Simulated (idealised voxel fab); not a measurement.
The document below concerns the process module designated voxel ribs on slabs.
Square cells of 5 nm make up the cross-section cut, whose width is 260 nm.
Throughout this document, each cross-section is represented as a grid of square cells and is presented as a sequence of bands enumerated from the top downward, where a band comprises one or more rows of cells. Quick guide to a band line: top height, bottom height (nm) up front; then every material left to right with its width in nm. Only one material and it's marked "throughout"? Then it fills the band edge to edge. And "blank" just means empty space. Note: height 0 marks the level under which the wafer is uniformly one material as received. Lowest band unbounded below, written "0 nm and below". It should be noted that a width expressed as "30..40" varies in equal increments from row to row of cells within the band, taking the value of the first number at the top row and that of the second number at the bottom row. The cross-section has no changed cell in any step marked "everything unchanged". This entry, "Catalogued sealed voids", enumerates those empty regions of no fewer than 8 cells that possess no open connection to the top. Each region is reported in the form width x height at distance, the distance being taken from the left edge, with all three quantities expressed in nm. Formally, on a step line, whatever follows the settings is a remark that the simulator itself makes on the step. What "overlay nm" on a step's line means: if the step has a mask, that mask lay this far to the right of its planned place, or, when the value is negative, to the left. Heads up before you read on: it's before/after pairs around one process step each, after side only down to the lowest band that changed, step plus settings under the pair. Pairs can be from different runs of this module, same starting wafer, so only chain a pair onto the one above if its "Pre-step section" entry says so.
-- Pre-step section
	0 nm and below  Si throughout
	Catalogued sealed voids: none
-- Post-Process View
	25 nm to 0 nm  SiO2 throughout
	Lower than 0, everything is as it was.
	Catalogued sealed voids: none
The process step separating the two cross-sections depicted above is as follows: DIRECTIONAL_DEP: material SiO2, thk nm 25
Pre-step section: this step begins from the cross-section that the pair just above shows after its step.
-- Post-Process View
	50 nm to 25 nm  polySi throughout
	Lower than 25, everything is as it was.
	Catalogued sealed voids: none
The process step separating the two cross-sections depicted above is as follows: DIRECTIONAL_DEP: material polySi, thk nm 25
Pre-step section: this step begins from the cross-section that the pair just above shows after its step.
-- Post-Process View
	50 nm to 30 nm  blank (115); polySi (25); blank (120)
	Lower than 30, everything is as it was.
	Catalogued sealed voids: none
The process step separating the two cross-sections depicted above is as follows: MASKED_ETCH: tone cover, mask id RIB, width nm 25, etch materials polySi, depth nm 20, overlay nm 0
Pre-step section: this step begins from the cross-section that the pair just above shows after its step.
-- Post-Process View
	70 nm to 50 nm  blank (95); resist (65); blank (100)
	50 nm to 30 nm  blank (95); resist (20); polySi (25); resist (20); blank (100)
	Lower than 30, everything is as it was.
	Catalogued sealed voids: none
The process step separating the two cross-sections depicted above is as follows: PATTERN: tone cover, mask id SLAB, material resist, width nm 65, thk nm 20, overlay nm 0
Pre-step section: this step begins from the cross-section that the pair just above shows after its step.
-- Post-Process View
	70 nm to 50 nm  blank (95); resist (65); blank (100)
	50 nm to 30 nm  blank (95); resist (20); polySi (25); resist (20); blank (100)
	30 nm to 25 nm  blank (95); polySi (65); blank (100)
	Lower than 25, everything is as it was.
	Catalogued sealed voids: none
The process step separating the two cross-sections depicted above is as follows: DIRECTIONAL_ETCH: etch materials polySi, depth nm 5
Pre-step section: this step begins from the cross-section that the pair just above shows after its step.
-- Post-Process View
	50 nm to 30 nm  blank (115); polySi (25); blank (120)
	Lower than 30, everything is as it was.
	Catalogued sealed voids: none
The process step separating the two cross-sections depicted above is as follows: STRIP: etch materials resist
Pre-step section: this step begins from the cross-section that the pair just above shows after its step.
-- Post-Process View
	80 nm to 50 nm  SiO2 throughout
	50 nm to 30 nm  SiO2 (115); polySi (25); SiO2 (120)
	30 nm to 25 nm  SiO2 (95); polySi (65); SiO2 (100)
	Lower than 25, everything is as it was.
	Catalogued sealed voids: none
The process step separating the two cross-sections depicted above is as follows: FILL_DEP: material SiO2, thk nm 30
Pre-step section: this step begins from the cross-section that the pair just above shows after its step.
-- Post-Process View
	70 nm to 50 nm  SiO2 throughout
	Lower than 50, everything is as it was.
	Catalogued sealed voids: none
The process step separating the two cross-sections depicted above is as follows: CMP: height nm 70
Pre-step section: this step begins from the cross-section that the pair just above shows after its step.
-- Post-Process View
	75 nm to 70 nm  TiN throughout
	Lower than 70, everything is as it was.
	Catalogued sealed voids: none
The process step separating the two cross-sections depicted above is as follows: DIRECTIONAL_DEP: material TiN, thk nm 5
Pre-step section: this step begins from the cross-section that the pair just above shows after its step.
-- Post-Process View
	90 nm to 75 nm  aC throughout
	Lower than 75, everything is as it was.
	Catalogued sealed voids: none
The process step separating the two cross-sections depicted above is as follows: DIRECTIONAL_DEP: material aC, thk nm 15
Pre-step section: this step begins from the cross-section that the pair just above shows after its step.
-- Post-Process View
	125 nm to 90 nm  blank (110); resist (35); blank (115)
	Lower than 90, everything is as it was.
	Catalogued sealed voids: none
The process step separating the two cross-sections depicted above is as follows: PATTERN: tone cover, mask id HEATER, material resist, width nm 35, thk nm 35, overlay nm 0
Pre-step section: this step begins from the cross-section that the pair just above shows after its step.
-- Post-Process View
	110 nm to 90 nm  blank (110); resist (35); blank (115)
	90 nm to 75 nm  blank (110); aC (35); blank (115)
	Lower than 75, everything is as it was.
	Catalogued sealed voids: none
The process step separating the two cross-sections depicted above is as follows: DIRECTIONAL_ETCH: etch materials aC, depth nm 15
Pre-step section: this step begins from the cross-section that the pair just above shows after its step.
-- Post-Process View
	90 nm to 75 nm  blank (110); aC (35); blank (115)
	Lower than 75, everything is as it was.
	Catalogued sealed voids: none
The process step separating the two cross-sections depicted above is as follows: STRIP: etch materials resist
Pre-step section: this step begins from the cross-section that the pair just above shows after its step.
-- Post-Process View
	90 nm to 75 nm  blank (110); aC (35); blank (115)
	75 nm to 70 nm  blank (110); TiN (35); blank (115)
	Lower than 70, everything is as it was.
	Catalogued sealed voids: none
The process step separating the two cross-sections depicted above is as follows: DIRECTIONAL_ETCH: etch materials TiN, depth nm 5
Pre-step section: this step begins from the cross-section that the pair just above shows after its step.
-- Post-Process View
	75 nm to 70 nm  blank (110); TiN (35); blank (115)
	Lower than 70, everything is as it was.
	Catalogued sealed voids: none
The process step separating the two cross-sections depicted above is as follows: STRIP: etch materials aC
Pre-step section: this step begins from the cross-section that the pair just above shows after its step.
-- Post-Process View
	85 nm to 80 nm  blank (100); SiO2 (55); blank (105)
	80 nm to 75 nm  SiO2 throughout
	75 nm to 70 nm  SiO2 (110); TiN (35); SiO2 (115)
	Lower than 70, everything is as it was.
	Catalogued sealed voids: none
The process step separating the two cross-sections depicted above is as follows: CONFORMAL_DEP: material SiO2, thk nm 10
-- Pre-step section
	25 nm to 0 nm  SiO2 throughout
	0 nm and below  Si throughout
	Catalogued sealed voids: none
-- Post-Process View
	50 nm to 0 nm  SiO2 throughout
	Lower than 0, everything is as it was.
	Catalogued sealed voids: none
The process step separating the two cross-sections depicted above is as follows: DIRECTIONAL_DEP: material SiO2, thk nm 25
Pre-step section: this step begins from the cross-section that the pair just above shows after its step.
-- Post-Process View
	75 nm to 50 nm  polySi throughout
	Lower than 50, everything is as it was.
	Catalogued sealed voids: none
The process step separating the two cross-sections depicted above is as follows: DIRECTIONAL_DEP: material polySi, thk nm 25
Pre-step section: this step begins from the cross-section that the pair just above shows after its step.
-- Post-Process View
	75 nm to 55 nm  blank (115); polySi (25); blank (120)
	Lower than 55, everything is as it was.
	Catalogued sealed voids: none
The process step separating the two cross-sections depicted above is as follows: MASKED_ETCH: tone cover, mask id RIB, width nm 25, etch materials polySi, depth nm 20, overlay nm 0
Pre-step section: this step begins from the cross-section that the pair just above shows after its step.
-- Post-Process View
	95 nm to 75 nm  blank (95); resist (65); blank (100)
	75 nm to 55 nm  blank (95); resist (20); polySi (25); resist (20); blank (100)
	Lower than 55, everything is as it was.
	Catalogued sealed voids: none
The process step separating the two cross-sections depicted above is as follows: PATTERN: tone cover, mask id SLAB, material resist, width nm 65, thk nm 20, overlay nm 0
Pre-step section: this step begins from the cross-section that the pair just above shows after its step.
-- Post-Process View
	95 nm to 75 nm  blank (95); resist (65); blank (100)
	75 nm to 55 nm  blank (95); resist (20); polySi (25); resist (20); blank (100)
	55 nm to 50 nm  blank (95); polySi (65); blank (100)
	Lower than 50, everything is as it was.
	Catalogued sealed voids: none
The process step separating the two cross-sections depicted above is as follows: DIRECTIONAL_ETCH: etch materials polySi, depth nm 5
Pre-step section: this step begins from the cross-section that the pair just above shows after its step.
-- Post-Process View
	75 nm to 55 nm  blank (115); polySi (25); blank (120)
	Lower than 55, everything is as it was.
	Catalogued sealed voids: none
The process step separating the two cross-sections depicted above is as follows: STRIP: etch materials resist
Pre-step section: this step begins from the cross-section that the pair just above shows after its step.
-- Post-Process View
	105 nm to 75 nm  SiO2 throughout
	75 nm to 55 nm  SiO2 (115); polySi (25); SiO2 (120)
	55 nm to 50 nm  SiO2 (95); polySi (65); SiO2 (100)
	Lower than 50, everything is as it was.
	Catalogued sealed voids: none
The process step separating the two cross-sections depicted above is as follows: FILL_DEP: material SiO2, thk nm 30
Pre-step section: this step begins from the cross-section that the pair just above shows after its step.
-- Post-Process View
	70 nm to 55 nm  SiO2 (115); polySi (25); SiO2 (120)
	Lower than 55, everything is as it was.
	Catalogued sealed voids: none
The process step separating the two cross-sections depicted above is as follows: CMP: height nm 70
Pre-step section: this step begins from the cross-section that the pair just above shows after its step.
-- Post-Process View
	75 nm to 70 nm  TiN throughout
	Lower than 70, everything is as it was.
	Catalogued sealed voids: none
The process step separating the two cross-sections depicted above is as follows: DIRECTIONAL_DEP: material TiN, thk nm 5
Pre-step section: this step begins from the cross-section that the pair just above shows after its step.
-- Post-Process View
	90 nm to 75 nm  aC throughout
	Lower than 75, everything is as it was.
	Catalogued sealed voids: none
The process step separating the two cross-sections depicted above is as follows: DIRECTIONAL_DEP: material aC, thk nm 15
Pre-step section: this step begins from the cross-section that the pair just above shows after its step.
-- Post-Process View
	125 nm to 90 nm  blank (110); resist (35); blank (115)
	Lower than 90, everything is as it was.
	Catalogued sealed voids: none
The process step separating the two cross-sections depicted above is as follows: PATTERN: tone cover, mask id HEATER, material resist, width nm 35, thk nm 35, overlay nm 0
Pre-step section: this step begins from the cross-section that the pair just above shows after its step.
-- Post-Process View
	110 nm to 90 nm  blank (110); resist (35); blank (115)
	90 nm to 75 nm  blank (110); aC (35); blank (115)
	Lower than 75, everything is as it was.
	Catalogued sealed voids: none
The process step separating the two cross-sections depicted above is as follows: DIRECTIONAL_ETCH: etch materials aC, depth nm 15
Pre-step section: this step begins from the cross-section that the pair just above shows after its step.
-- Post-Process View
	90 nm to 75 nm  blank (110); aC (35); blank (115)
	Lower than 75, everything is as it was.
	Catalogued sealed voids: none
The process step separating the two cross-sections depicted above is as follows: STRIP: etch materials resist
Pre-step section: this step begins from the cross-section that the pair just above shows after its step.
-- Post-Process View
	90 nm to 75 nm  blank (110); aC (35); blank (115)
	75 nm to 70 nm  blank (110); TiN (35); blank (115)
	Lower than 70, everything is as it was.
	Catalogued sealed voids: none
The process step separating the two cross-sections depicted above is as follows: DIRECTIONAL_ETCH: etch materials TiN, depth nm 5
Pre-step section: this step begins from the cross-section that the pair just above shows after its step.
-- Post-Process View
	75 nm to 70 nm  blank (110); TiN (35); blank (115)
	Lower than 70, everything is as it was.
	Catalogued sealed voids: none
The process step separating the two cross-sections depicted above is as follows: STRIP: etch materials aC
Pre-step section: this step begins from the cross-section that the pair just above shows after its step.
-- Post-Process View
	85 nm to 80 nm  blank (100); SiO2 (55); blank (105)
	80 nm to 75 nm  SiO2 throughout
	75 nm to 70 nm  SiO2 (110); TiN (35); SiO2 (115)
	Lower than 70, everything is as it was.
	Catalogued sealed voids: none
The process step separating the two cross-sections depicted above is as follows: CONFORMAL_DEP: material SiO2, thk nm 10
-- Pre-step section
	0 nm and below  Si throughout
	Catalogued sealed voids: none
-- Post-Process View
	25 nm to 0 nm  polySi throughout
	Lower than 0, everything is as it was.
	Catalogued sealed voids: none
The process step separating the two cross-sections depicted above is as follows: DIRECTIONAL_DEP: material polySi, thk nm 25
Pre-step section: this step begins from the cross-section that the pair just above shows after its step.
-- Post-Process View
	50 nm to 25 nm  SiO2 throughout
	Lower than 25, everything is as it was.
	Catalogued sealed voids: none
The process step separating the two cross-sections depicted above is as follows: DIRECTIONAL_DEP: material SiO2, thk nm 25
Pre-step section: this step begins from the cross-section that the pair just above shows after its step.
-- Post-Process View
	70 nm to 50 nm  blank (95); resist (65); blank (100)
	Lower than 50, everything is as it was.
	Catalogued sealed voids: none
The process step separating the two cross-sections depicted above is as follows: PATTERN: tone cover, mask id SLAB, material resist, width nm 65, thk nm 20, overlay nm 0
Pre-step section: this step begins from the cross-section that the pair just above shows after its step.
-- Post-Process View
	50 nm to 25 nm  SiO2 throughout
	Lower than 25, everything is as it was.
	Catalogued sealed voids: none
The process step separating the two cross-sections depicted above is as follows: STRIP: etch materials resist
Pre-step section: this step begins from the cross-section that the pair just above shows after its step.
-- Post-Process View
	80 nm to 25 nm  SiO2 throughout
	Lower than 25, everything is as it was.
	Catalogued sealed voids: none
The process step separating the two cross-sections depicted above is as follows: FILL_DEP: material SiO2, thk nm 30
Pre-step section: this step begins from the cross-section that the pair just above shows after its step.
-- Post-Process View
	70 nm to 25 nm  SiO2 throughout
	Lower than 25, everything is as it was.
	Catalogued sealed voids: none
The process step separating the two cross-sections depicted above is as follows: CMP: height nm 70
Pre-step section: this step begins from the cross-section that the pair just above shows after its step.
-- Post-Process View
	75 nm to 70 nm  TiN throughout
	Lower than 70, everything is as it was.
	Catalogued sealed voids: none
The process step separating the two cross-sections depicted above is as follows: DIRECTIONAL_DEP: material TiN, thk nm 5
Pre-step section: this step begins from the cross-section that the pair just above shows after its step.
-- Post-Process View
	90 nm to 75 nm  aC throughout
	Lower than 75, everything is as it was.
	Catalogued sealed voids: none
The process step separating the two cross-sections depicted above is as follows: DIRECTIONAL_DEP: material aC, thk nm 15
Pre-step section: this step begins from the cross-section that the pair just above shows after its step.
-- Post-Process View
	125 nm to 90 nm  blank (110); resist (35); blank (115)
	Lower than 90, everything is as it was.
	Catalogued sealed voids: none
The process step separating the two cross-sections depicted above is as follows: PATTERN: tone cover, mask id HEATER, material resist, width nm 35, thk nm 35, overlay nm 0
Pre-step section: this step begins from the cross-section that the pair just above shows after its step.
-- Post-Process View
	110 nm to 90 nm  blank (110); resist (35); blank (115)
	90 nm to 75 nm  blank (110); aC (35); blank (115)
	Lower than 75, everything is as it was.
	Catalogued sealed voids: none
The process step separating the two cross-sections depicted above is as follows: DIRECTIONAL_ETCH: etch materials aC, depth nm 15
Pre-step section: this step begins from the cross-section that the pair just above shows after its step.
-- Post-Process View
	90 nm to 75 nm  blank (110); aC (35); blank (115)
	Lower than 75, everything is as it was.
	Catalogued sealed voids: none
The process step separating the two cross-sections depicted above is as follows: STRIP: etch materials resist
Pre-step section: this step begins from the cross-section that the pair just above shows after its step.
-- Post-Process View
	90 nm to 75 nm  blank (110); aC (35); blank (115)
	75 nm to 70 nm  blank (110); TiN (35); blank (115)
	Lower than 70, everything is as it was.
	Catalogued sealed voids: none
The process step separating the two cross-sections depicted above is as follows: DIRECTIONAL_ETCH: etch materials TiN, depth nm 5
Pre-step section: this step begins from the cross-section that the pair just above shows after its step.
-- Post-Process View
	75 nm to 70 nm  blank (110); TiN (35); blank (115)
	Lower than 70, everything is as it was.
	Catalogued sealed voids: none
The process step separating the two cross-sections depicted above is as follows: STRIP: etch materials aC
Pre-step section: this step begins from the cross-section that the pair just above shows after its step.
-- Post-Process View
	85 nm to 80 nm  blank (100); SiO2 (55); blank (105)
	80 nm to 75 nm  SiO2 throughout
	75 nm to 70 nm  SiO2 (110); TiN (35); SiO2 (115)
	Lower than 70, everything is as it was.
	Catalogued sealed voids: none
The process step separating the two cross-sections depicted above is as follows: CONFORMAL_DEP: material SiO2, thk nm 10
-- Pre-step section
	0 nm and below  Si throughout
	Catalogued sealed voids: none
-- Post-Process View
	30 nm to 0 nm  SiO2 throughout
	Lower than 0, everything is as it was.
	Catalogued sealed voids: none
The process step separating the two cross-sections depicted above is as follows: DIRECTIONAL_DEP: material SiO2, thk nm 30
Pre-step section: this step begins from the cross-section that the pair just above shows after its step.
-- Post-Process View
	55 nm to 30 nm  polySi throughout
	Lower than 30, everything is as it was.
	Catalogued sealed voids: none
The process step separating the two cross-sections depicted above is as follows: DIRECTIONAL_DEP: material polySi, thk nm 25
Pre-step section: this step begins from the cross-section that the pair just above shows after its step.
-- Post-Process View
	55 nm to 35 nm  blank (115); polySi (25); blank (120)
	Lower than 35, everything is as it was.
	Catalogued sealed voids: none
The process step separating the two cross-sections depicted above is as follows: MASKED_ETCH: tone cover, mask id RIB, width nm 25, etch materials polySi, depth nm 20, overlay nm 0
Pre-step section: this step begins from the cross-section that the pair just above shows after its step.
-- Post-Process View
	75 nm to 55 nm  blank (95); resist (65); blank (100)
	55 nm to 35 nm  blank (95); resist (20); polySi (25); resist (20); blank (100)
	Lower than 35, everything is as it was.
	Catalogued sealed voids: none
The process step separating the two cross-sections depicted above is as follows: PATTERN: tone cover, mask id SLAB, material resist, width nm 65, thk nm 20, overlay nm 0
Pre-step section: this step begins from the cross-section that the pair just above shows after its step.
-- Post-Process View
	75 nm to 55 nm  blank (95); resist (65); blank (100)
	55 nm to 35 nm  blank (95); resist (20); polySi (25); resist (20); blank (100)
	35 nm to 30 nm  blank (95); polySi (65); blank (100)
	Lower than 30, everything is as it was.
	Catalogued sealed voids: none
The process step separating the two cross-sections depicted above is as follows: DIRECTIONAL_ETCH: etch materials polySi, depth nm 5
Pre-step section: this step begins from the cross-section that the pair just above shows after its step.
-- Post-Process View
	55 nm to 35 nm  blank (115); polySi (25); blank (120)
	Lower than 35, everything is as it was.
	Catalogued sealed voids: none
The process step separating the two cross-sections depicted above is as follows: STRIP: etch materials resist
Pre-step section: this step begins from the cross-section that the pair just above shows after its step.
-- Post-Process View
	85 nm to 55 nm  SiO2 throughout
	55 nm to 35 nm  SiO2 (115); polySi (25); SiO2 (120)
	35 nm to 30 nm  SiO2 (95); polySi (65); SiO2 (100)
	Lower than 30, everything is as it was.
	Catalogued sealed voids: none
The process step separating the two cross-sections depicted above is as follows: FILL_DEP: material SiO2, thk nm 30
Pre-step section: this step begins from the cross-section that the pair just above shows after its step.
-- Post-Process View
	70 nm to 55 nm  SiO2 throughout
	Lower than 55, everything is as it was.
	Catalogued sealed voids: none
The process step separating the two cross-sections depicted above is as follows: CMP: height nm 70
Pre-step section: this step begins from the cross-section that the pair just above shows after its step.
-- Post-Process View
	75 nm to 70 nm  TiN throughout
	Lower than 70, everything is as it was.
	Catalogued sealed voids: none
The process step separating the two cross-sections depicted above is as follows: DIRECTIONAL_DEP: material TiN, thk nm 5
Pre-step section: this step begins from the cross-section that the pair just above shows after its step.
-- Post-Process View
	90 nm to 75 nm  aC throughout
	Lower than 75, everything is as it was.
	Catalogued sealed voids: none
The process step separating the two cross-sections depicted above is as follows: DIRECTIONAL_DEP: material aC, thk nm 15
Pre-step section: this step begins from the cross-section that the pair just above shows after its step.
-- Post-Process View
	125 nm to 90 nm  blank (110); resist (35); blank (115)
	Lower than 90, everything is as it was.
	Catalogued sealed voids: none
The process step separating the two cross-sections depicted above is as follows: PATTERN: tone cover, mask id HEATER, material resist, width nm 35, thk nm 35, overlay nm 0
Pre-step section: this step begins from the cross-section that the pair just above shows after its step.
-- Post-Process View
	110 nm to 90 nm  blank (110); resist (35); blank (115)
	90 nm to 75 nm  blank (110); aC (35); blank (115)
	Lower than 75, everything is as it was.
	Catalogued sealed voids: none
The process step separating the two cross-sections depicted above is as follows: DIRECTIONAL_ETCH: etch materials aC, depth nm 15
Pre-step section: this step begins from the cross-section that the pair just above shows after its step.
-- Post-Process View
	90 nm to 75 nm  blank (110); aC (35); blank (115)
	Lower than 75, everything is as it was.
	Catalogued sealed voids: none
The process step separating the two cross-sections depicted above is as follows: STRIP: etch materials resist
Pre-step section: this step begins from the cross-section that the pair just above shows after its step.
-- Post-Process View
	90 nm to 75 nm  blank (110); aC (35); blank (115)
	75 nm to 70 nm  blank (110); TiN (35); blank (115)
	Lower than 70, everything is as it was.
	Catalogued sealed voids: none
The process step separating the two cross-sections depicted above is as follows: DIRECTIONAL_ETCH: etch materials TiN, depth nm 5
Pre-step section: this step begins from the cross-section that the pair just above shows after its step.
-- Post-Process View
	75 nm to 70 nm  blank (110); TiN (35); blank (115)
	Lower than 70, everything is as it was.
	Catalogued sealed voids: none
The process step separating the two cross-sections depicted above is as follows: STRIP: etch materials aC
Pre-step section: this step begins from the cross-section that the pair just above shows after its step.
-- Post-Process View
	85 nm to 80 nm  blank (100); SiO2 (55); blank (105)
	80 nm to 75 nm  SiO2 throughout
	75 nm to 70 nm  SiO2 (110); TiN (35); SiO2 (115)
	Lower than 70, everything is as it was.
	Catalogued sealed voids: none
The process step separating the two cross-sections depicted above is as follows: CONFORMAL_DEP: material SiO2, thk nm 10
-- Pre-step section
	50 nm to 30 nm  blank (115); polySi (25); blank (120)
	30 nm to 25 nm  polySi throughout
	25 nm to 0 nm  SiO2 throughout
	0 nm and below  Si throughout
	Catalogued sealed voids: none
-- Post-Process View
	70 nm to 50 nm  blank (100); resist (60); blank (100)
	50 nm to 30 nm  blank (100); resist (15); polySi (25); resist (20); blank (100)
	Lower than 30, everything is as it was.
	Catalogued sealed voids: none
The process step separating the two cross-sections depicted above is as follows: PATTERN: tone cover, mask id SLAB, material resist, width nm 60, thk nm 20, overlay nm 0
Pre-step section: this step begins from the cross-section that the pair just above shows after its step.
-- Post-Process View
	70 nm to 50 nm  blank (100); resist (60); blank (100)
	50 nm to 30 nm  blank (100); resist (15); polySi (25); resist (20); blank (100)
	30 nm to 25 nm  blank (100); polySi (60); blank (100)
	Lower than 25, everything is as it was.
	Catalogued sealed voids: none
The process step separating the two cross-sections depicted above is as follows: DIRECTIONAL_ETCH: etch materials polySi, depth nm 5
Pre-step section: this step begins from the cross-section that the pair just above shows after its step.
-- Post-Process View
	50 nm to 30 nm  blank (115); polySi (25); blank (120)
	Lower than 30, everything is as it was.
	Catalogued sealed voids: none
The process step separating the two cross-sections depicted above is as follows: STRIP: etch materials resist
Pre-step section: this step begins from the cross-section that the pair just above shows after its step.
-- Post-Process View
	80 nm to 50 nm  SiO2 throughout
	50 nm to 30 nm  SiO2 (115); polySi (25); SiO2 (120)
	30 nm to 25 nm  SiO2 (100); polySi (60); SiO2 (100)
	Lower than 25, everything is as it was.
	Catalogued sealed voids: none
The process step separating the two cross-sections depicted above is as follows: FILL_DEP: material SiO2, thk nm 30
Pre-step section: this step begins from the cross-section that the pair just above shows after its step.
-- Post-Process View
	70 nm to 50 nm  SiO2 throughout
	Lower than 50, everything is as it was.
	Catalogued sealed voids: none
The process step separating the two cross-sections depicted above is as follows: CMP: height nm 70
Pre-step section: this step begins from the cross-section that the pair just above shows after its step.
-- Post-Process View
	75 nm to 70 nm  TiN throughout
	Lower than 70, everything is as it was.
	Catalogued sealed voids: none
The process step separating the two cross-sections depicted above is as follows: DIRECTIONAL_DEP: material TiN, thk nm 5
Pre-step section: this step begins from the cross-section that the pair just above shows after its step.
-- Post-Process View
	90 nm to 75 nm  aC throughout
	Lower than 75, everything is as it was.
	Catalogued sealed voids: none
The process step separating the two cross-sections depicted above is as follows: DIRECTIONAL_DEP: material aC, thk nm 15
Pre-step section: this step begins from the cross-section that the pair just above shows after its step.
-- Post-Process View
	125 nm to 90 nm  blank (110); resist (35); blank (115)
	Lower than 90, everything is as it was.
	Catalogued sealed voids: none
The process step separating the two cross-sections depicted above is as follows: PATTERN: tone cover, mask id HEATER, material resist, width nm 35, thk nm 35, overlay nm 0
Pre-step section: this step begins from the cross-section that the pair just above shows after its step.
-- Post-Process View
	110 nm to 90 nm  blank (110); resist (35); blank (115)
	90 nm to 75 nm  blank (110); aC (35); blank (115)
	Lower than 75, everything is as it was.
	Catalogued sealed voids: none
The process step separating the two cross-sections depicted above is as follows: DIRECTIONAL_ETCH: etch materials aC, depth nm 15
Pre-step section: this step begins from the cross-section that the pair just above shows after its step.
-- Post-Process View
	90 nm to 75 nm  blank (110); aC (35); blank (115)
	Lower than 75, everything is as it was.
	Catalogued sealed voids: none
The process step separating the two cross-sections depicted above is as follows: STRIP: etch materials resist
Pre-step section: this step begins from the cross-section that the pair just above shows after its step.
-- Post-Process View
	90 nm to 75 nm  blank (110); aC (35); blank (115)
	75 nm to 70 nm  blank (110); TiN (35); blank (115)
	Lower than 70, everything is as it was.
	Catalogued sealed voids: none
The process step separating the two cross-sections depicted above is as follows: DIRECTIONAL_ETCH: etch materials TiN, depth nm 5
Pre-step section: this step begins from the cross-section that the pair just above shows after its step.
-- Post-Process View
	75 nm to 70 nm  blank (110); TiN (35); blank (115)
	Lower than 70, everything is as it was.
	Catalogued sealed voids: none
The process step separating the two cross-sections depicted above is as follows: STRIP: etch materials aC
Pre-step section: this step begins from the cross-section that the pair just above shows after its step.
-- Post-Process View
	85 nm to 80 nm  blank (100); SiO2 (55); blank (105)
	80 nm to 75 nm  SiO2 throughout
	75 nm to 70 nm  SiO2 (110); TiN (35); SiO2 (115)
	Lower than 70, everything is as it was.
	Catalogued sealed voids: none
The process step separating the two cross-sections depicted above is as follows: CONFORMAL_DEP: material SiO2, thk nm 10
-- Pre-step section
	50 nm to 25 nm  polySi throughout
	25 nm to 0 nm  SiO2 throughout
	0 nm and below  Si throughout
	Catalogued sealed voids: none
-- Post-Process View
	50 nm to 30 nm  blank (105); polySi (25); blank (130)
	Lower than 30, everything is as it was.
	Catalogued sealed voids: none
The process step separating the two cross-sections depicted above is as follows: MASKED_ETCH: tone cover, mask id RIB, width nm 25, etch materials polySi, depth nm 20, overlay nm -10
Pre-step section: this step begins from the cross-section that the pair just above shows after its step.
-- Post-Process View
	70 nm to 50 nm  blank (95); resist (65); blank (100)
	50 nm to 30 nm  blank (95); resist (10); polySi (25); resist (30); blank (100)
	Lower than 30, everything is as it was.
	Catalogued sealed voids: none
The process step separating the two cross-sections depicted above is as follows: PATTERN: tone cover, mask id SLAB, material resist, width nm 65, thk nm 20, overlay nm 0
Pre-step section: this step begins from the cross-section that the pair just above shows after its step.
-- Post-Process View
	70 nm to 50 nm  blank (95); resist (65); blank (100)
	50 nm to 30 nm  blank (95); resist (10); polySi (25); resist (30); blank (100)
	30 nm to 25 nm  blank (95); polySi (65); blank (100)
	Lower than 25, everything is as it was.
	Catalogued sealed voids: none
The process step separating the two cross-sections depicted above is as follows: DIRECTIONAL_ETCH: etch materials polySi, depth nm 5
Pre-step section: this step begins from the cross-section that the pair just above shows after its step.
-- Post-Process View
	50 nm to 30 nm  blank (105); polySi (25); blank (130)
	Lower than 30, everything is as it was.
	Catalogued sealed voids: none
The process step separating the two cross-sections depicted above is as follows: STRIP: etch materials resist
Pre-step section: this step begins from the cross-section that the pair just above shows after its step.
-- Post-Process View
	80 nm to 50 nm  SiO2 throughout
	50 nm to 30 nm  SiO2 (105); polySi (25); SiO2 (130)
	30 nm to 25 nm  SiO2 (95); polySi (65); SiO2 (100)
	Lower than 25, everything is as it was.
	Catalogued sealed voids: none
The process step separating the two cross-sections depicted above is as follows: FILL_DEP: material SiO2, thk nm 30
Pre-step section: this step begins from the cross-section that the pair just above shows after its step.
-- Post-Process View
	70 nm to 50 nm  SiO2 throughout
	Lower than 50, everything is as it was.
	Catalogued sealed voids: none
The process step separating the two cross-sections depicted above is as follows: CMP: height nm 70
Pre-step section: this step begins from the cross-section that the pair just above shows after its step.
-- Post-Process View
	75 nm to 70 nm  TiN throughout
	Lower than 70, everything is as it was.
	Catalogued sealed voids: none
The process step separating the two cross-sections depicted above is as follows: DIRECTIONAL_DEP: material TiN, thk nm 5
Pre-step section: this step begins from the cross-section that the pair just above shows after its step.
-- Post-Process View
	90 nm to 75 nm  aC throughout
	Lower than 75, everything is as it was.
	Catalogued sealed voids: none
The process step separating the two cross-sections depicted above is as follows: DIRECTIONAL_DEP: material aC, thk nm 15
Pre-step section: this step begins from the cross-section that the pair just above shows after its step.
-- Post-Process View
	125 nm to 90 nm  blank (110); resist (35); blank (115)
	Lower than 90, everything is as it was.
	Catalogued sealed voids: none
The process step separating the two cross-sections depicted above is as follows: PATTERN: tone cover, mask id HEATER, material resist, width nm 35, thk nm 35, overlay nm 0
Pre-step section: this step begins from the cross-section that the pair just above shows after its step.
-- Post-Process View
	110 nm to 90 nm  blank (110); resist (35); blank (115)
	90 nm to 75 nm  blank (110); aC (35); blank (115)
	Lower than 75, everything is as it was.
	Catalogued sealed voids: none
The process step separating the two cross-sections depicted above is as follows: DIRECTIONAL_ETCH: etch materials aC, depth nm 15
Pre-step section: this step begins from the cross-section that the pair just above shows after its step.
-- Post-Process View
	90 nm to 75 nm  blank (110); aC (35); blank (115)
	Lower than 75, everything is as it was.
	Catalogued sealed voids: none
The process step separating the two cross-sections depicted above is as follows: STRIP: etch materials resist
Pre-step section: this step begins from the cross-section that the pair just above shows after its step.
-- Post-Process View
	90 nm to 75 nm  blank (110); aC (35); blank (115)
	75 nm to 70 nm  blank (110); TiN (35); blank (115)
	Lower than 70, everything is as it was.
	Catalogued sealed voids: none
The process step separating the two cross-sections depicted above is as follows: DIRECTIONAL_ETCH: etch materials TiN, depth nm 5
Pre-step section: this step begins from the cross-section that the pair just above shows after its step.
-- Post-Process View
	75 nm to 70 nm  blank (110); TiN (35); blank (115)
	Lower than 70, everything is as it was.
	Catalogued sealed voids: none
The process step separating the two cross-sections depicted above is as follows: STRIP: etch materials aC
Pre-step section: this step begins from the cross-section that the pair just above shows after its step.
-- Post-Process View
	85 nm to 80 nm  blank (100); SiO2 (55); blank (105)
	80 nm to 75 nm  SiO2 throughout
	75 nm to 70 nm  SiO2 (110); TiN (35); SiO2 (115)
	Lower than 70, everything is as it was.
	Catalogued sealed voids: none
The process step separating the two cross-sections depicted above is as follows: CONFORMAL_DEP: material SiO2, thk nm 10
-- Pre-step section
	70 nm to 50 nm  SiO2 throughout
	50 nm to 30 nm  SiO2 (115); polySi (25); SiO2 (120)
	30 nm to 25 nm  SiO2 (95); polySi (65); SiO2 (100)
	25 nm to 0 nm  SiO2 throughout
	0 nm and below  Si throughout
	Catalogued sealed voids: none
-- Post-Process View
	75 nm to 50 nm  SiO2 throughout
	Lower than 50, everything is as it was.
	Catalogued sealed voids: none
The process step separating the two cross-sections depicted above is as follows: DIRECTIONAL_DEP: material SiO2, thk nm 5
